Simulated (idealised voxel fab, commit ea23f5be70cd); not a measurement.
process module | voxel self aligned contacts
cross-section cut | 185 nm wide | cells 5 nm
A cross-section is a grid of square cells, given in bands from the top down. A band is one or more rows of cells.
Each band's line starts with the height of the band's top and of its bottom, in nm. Then come its materials from left to right, each with its width in nm. One material with "throughout" fills the band from edge to edge. "air" is empty space.
Height 0 is the level under which the wafer as received is all one material. The lowest band goes on downwards, as in "0 down".
A width such as "30 to 40" changes by the same amount from each row of cells to the next, from the band's top row to its bottom row.
"no change" after a step means that no cell of the cross-section changed.
closed voids: empty space of 8 cells or more with no open way to the top, each as width x height at its distance from the left edge, in nm
after a step's settings: what the simulator itself notes on the step
overlay nm, on a step with a mask: how far to the right of its planned place the mask lay; to the left if negative
plan
1 op RECEIVE | material Si
2 op CONFORMAL_DEP | material SiO2 | thk nm 5
3 op DIRECTIONAL_DEP | material polySi | thk nm 25
4 op DIRECTIONAL_DEP | material SiN | thk nm 20
5 op PATTERN | tone cover | mask id GATE | material resist | width nm 25 | pitch nm 60 | thk nm 20 | overlay nm 0
6 op DIRECTIONAL_ETCH | etch materials SiN | depth nm 20
7 op DIRECTIONAL_ETCH | etch materials polySi | depth nm 25
8 op STRIP | etch materials resist
9 op CONFORMAL_DEP | material SiN | thk nm 5
10 op DIRECTIONAL_ETCH | etch materials SiN | depth nm 5
11 op FILL_DEP | material SiO2 | thk nm 20
12 op CMP | height nm 60
13 op PATTERN | tone open | mask id CONTACT | material resist | width nm 45 | pitch nm 60 | thk nm 15 | overlay nm 0
14 op DIRECTIONAL_ETCH | etch materials SiO2 | depth nm 60
15 op STRIP | etch materials resist
16 op CONFORMAL_DEP | material TiN | thk nm 5
17 op FILL_DEP | material Ru | thk nm 10
18 op CMP | height nm 60
19 op CONFORMAL_DEP | material SiCN | thk nm 5
first wafer, as planned
as received, after step 1
  0 down: Si throughout
  closed voids: none
after step 2
  5 to 0: SiO2 throughout
  below 0: unchanged
after step 3
  30 to 5: polySi throughout
  below 5: unchanged
after step 4
  50 to 30: SiN throughout
  below 30: unchanged
after step 5
  70 to 50: air 20 | resist 25 | air 35 | resist 25 | air 35 | resist 25 | air 20
  below 50: unchanged
after step 6
  70 to 50: air 20 | resist 25 | air 35 | resist 25 | air 35 | resist 25 | air 20
  50 to 30: air 20 | SiN 25 | air 35 | SiN 25 | air 35 | SiN 25 | air 20
  below 30: unchanged
after step 7
  70 to 50: air 20 | resist 25 | air 35 | resist 25 | air 35 | resist 25 | air 20
  50 to 30: air 20 | SiN 25 | air 35 | SiN 25 | air 35 | SiN 25 | air 20
  30 to 5: air 20 | polySi 25 | air 35 | polySi 25 | air 35 | polySi 25 | air 20
  below 5: unchanged
after step 8
  50 to 30: air 20 | SiN 25 | air 35 | SiN 25 | air 35 | SiN 25 | air 20
  below 30: unchanged
after step 9
  55 to 30: air 15 | SiN 35 | air 25 | SiN 35 | air 25 | SiN 35 | air 15
  30 to 10: air 15 | SiN 5 | polySi 25 | SiN 5 | air 25 | SiN 5 | polySi 25 | SiN 5 | air 25 | SiN 5 | polySi 25 | SiN 5 | air 15
  10 to 5: SiN 20 | polySi 25 | SiN 35 | polySi 25 | SiN 35 | polySi 25 | SiN 20
  below 5: unchanged
after step 10
  50 to 30: air 15 | SiN 35 | air 25 | SiN 35 | air 25 | SiN 35 | air 15
  30 to 5: air 15 | SiN 5 | polySi 25 | SiN 5 | air 25 | SiN 5 | polySi 25 | SiN 5 | air 25 | SiN 5 | polySi 25 | SiN 5 | air 15
  below 5: unchanged
after step 11
  70 to 50: SiO2 throughout
  50 to 30: SiO2 15 | SiN 35 | SiO2 25 | SiN 35 | SiO2 25 | SiN 35 | SiO2 15
  30 to 5: SiO2 15 | SiN 5 | polySi 25 | SiN 5 | SiO2 25 | SiN 5 | polySi 25 | SiN 5 | SiO2 25 | SiN 5 | polySi 25 | SiN 5 | SiO2 15
  below 5: unchanged
after step 12
  60 to 50: SiO2 throughout
  below 50: unchanged
after step 13
  75 to 60: resist 40 | air 45 | resist 15 | air 45 | resist 40
  below 60: unchanged
after step 14
  75 to 60: resist 40 | air 45 | resist 15 | air 45 | resist 40
  60 to 50: SiO2 40 | air 45 | SiO2 15 | air 45 | SiO2 40
  50 to 30: SiO2 15 | SiN 35 | air 25 | SiN 35 | air 25 | SiN 35 | SiO2 15
  30 to 5: SiO2 15 | SiN 5 | polySi 25 | SiN 5 | air 25 | SiN 5 | polySi 25 | SiN 5 | air 25 | SiN 5 | polySi 25 | SiN 5 | SiO2 15
  5 to 0: SiO2 50 | air 25 | SiO2 35 | air 25 | SiO2 50
  below 0: unchanged
after step 15
  60 to 50: SiO2 40 | air 45 | SiO2 15 | air 45 | SiO2 40
  below 50: unchanged
after step 16
  65 to 60: TiN 45 | air 35 | TiN 25 | air 35 | TiN 45
  60 to 50: SiO2 40 | TiN 5 to 15 | air 35 to 15 | TiN 5 to 15 | SiO2 15 | TiN 5 to 15 | air 35 to 15 | TiN 5 to 15 | SiO2 40
  50 to 30: SiO2 15 | SiN 35 | TiN 5 | air 15 | TiN 5 | SiN 35 | TiN 5 | air 15 | TiN 5 | SiN 35 | SiO2 15
  30 to 5: SiO2 15 | SiN 5 | polySi 25 | SiN 5 | TiN 5 | air 15 | TiN 5 | SiN 5 | polySi 25 | SiN 5 | TiN 5 | air 15 | TiN 5 | SiN 5 | polySi 25 | SiN 5 | SiO2 15
  5 to 0: SiO2 50 | TiN 25 | SiO2 35 | TiN 25 | SiO2 50
  below 0: unchanged
after step 17
  75 to 65: Ru throughout
  65 to 60: TiN 45 | Ru 35 | TiN 25 | Ru 35 | TiN 45
  60 to 50: SiO2 40 | TiN 5 to 15 | Ru 35 to 15 | TiN 5 to 15 | SiO2 15 | TiN 5 to 15 | Ru 35 to 15 | TiN 5 to 15 | SiO2 40
  50 to 30: SiO2 15 | SiN 35 | TiN 5 | Ru 15 | TiN 5 | SiN 35 | TiN 5 | Ru 15 | TiN 5 | SiN 35 | SiO2 15
  30 to 5: SiO2 15 | SiN 5 | polySi 25 | SiN 5 | TiN 5 | Ru 15 | TiN 5 | SiN 5 | polySi 25 | SiN 5 | TiN 5 | Ru 15 | TiN 5 | SiN 5 | polySi 25 | SiN 5 | SiO2 15
  below 5: unchanged
after step 18
  60 to 50: SiO2 40 | TiN 5 to 15 | Ru 35 to 15 | TiN 5 to 15 | SiO2 15 | TiN 5 to 15 | Ru 35 to 15 | TiN 5 to 15 | SiO2 40
  below 50: unchanged
after step 19
  65 to 60: SiCN throughout
  below 60: unchanged
second wafer: like start, like plan, one mistake. Through step 3 it matches the first wafer
when step 4 should have ended
  70 to 30: SiN throughout
  below 30: unchanged
when step 5 should have ended
  90 to 70: air 20 | resist 25 | air 35 | resist 25 | air 35 | resist 25 | air 20
  below 70: unchanged
when step 6 should have ended
  90 to 70: air 20 | resist 25 | air 35 | resist 25 | air 35 | resist 25 | air 20
  70 to 50: air 20 | SiN 25 | air 35 | SiN 25 | air 35 | SiN 25 | air 20
  below 50: unchanged
when step 7 should have ended: no change
when step 8 should have ended
  70 to 50: air 20 | SiN 25 | air 35 | SiN 25 | air 35 | SiN 25 | air 20
  below 50: unchanged
when step 9 should have ended
  75 to 55: air 15 | SiN 35 | air 25 | SiN 35 | air 25 | SiN 35 | air 15
  55 to 30: SiN throughout
  below 30: unchanged
when step 10 should have ended
  70 to 50: air 15 | SiN 35 | air 25 | SiN 35 | air 25 | SiN 35 | air 15
  below 50: unchanged
when step 11 should have ended
  90 to 70: SiO2 throughout
  70 to 50: SiO2 15 | SiN 35 | SiO2 25 | SiN 35 | SiO2 25 | SiN 35 | SiO2 15
  below 50: unchanged
when step 12 should have ended
  60 to 50: SiO2 15 | SiN 35 | SiO2 25 | SiN 35 | SiO2 25 | SiN 35 | SiO2 15
  below 50: unchanged
when step 13 should have ended
  75 to 60: resist 40 | air 45 | resist 15 | air 45 | resist 40
  below 60: unchanged
when step 14 should have ended
  75 to 60: resist 40 | air 45 | resist 15 | air 45 | resist 40
  60 to 50: SiO2 15 | SiN 35 | air 25 | SiN 35 | air 25 | SiN 35 | SiO2 15
  below 50: unchanged
when step 15 should have ended
  60 to 50: SiO2 15 | SiN 35 | air 25 | SiN 35 | air 25 | SiN 35 | SiO2 15
  below 50: unchanged
when step 16 should have ended
  65 to 60: TiN 55 | air 15 | TiN 45 | air 15 | TiN 55
  60 to 55: SiO2 15 | SiN 35 | TiN 5 | air 15 | TiN 5 | SiN 35 | TiN 5 | air 15 | TiN 5 | SiN 35 | SiO2 15
  55 to 50: SiO2 15 | SiN 35 | TiN 25 | SiN 35 | TiN 25 | SiN 35 | SiO2 15
  below 50: unchanged
when step 17 should have ended
  75 to 65: Ru throughout
  65 to 60: TiN 55 | Ru 15 | TiN 45 | Ru 15 | TiN 55
  60 to 55: SiO2 15 | SiN 35 | TiN 5 | Ru 15 | TiN 5 | SiN 35 | TiN 5 | Ru 15 | TiN 5 | SiN 35 | SiO2 15
  below 55: unchanged
when step 18 should have ended
  60 to 55: SiO2 15 | SiN 35 | TiN 5 | Ru 15 | TiN 5 | SiN 35 | TiN 5 | Ru 15 | TiN 5 | SiN 35 | SiO2 15
  below 55: unchanged
when step 19 should have ended
  65 to 60: SiCN throughout
  below 60: unchanged
what went wrong: step 4 was run twice
at the end the second wafer has, in cells: 68 fewer of Ru | 76 more of SiN | 70 fewer of SiO2 | 48 fewer of TiN | 110 more of polySi
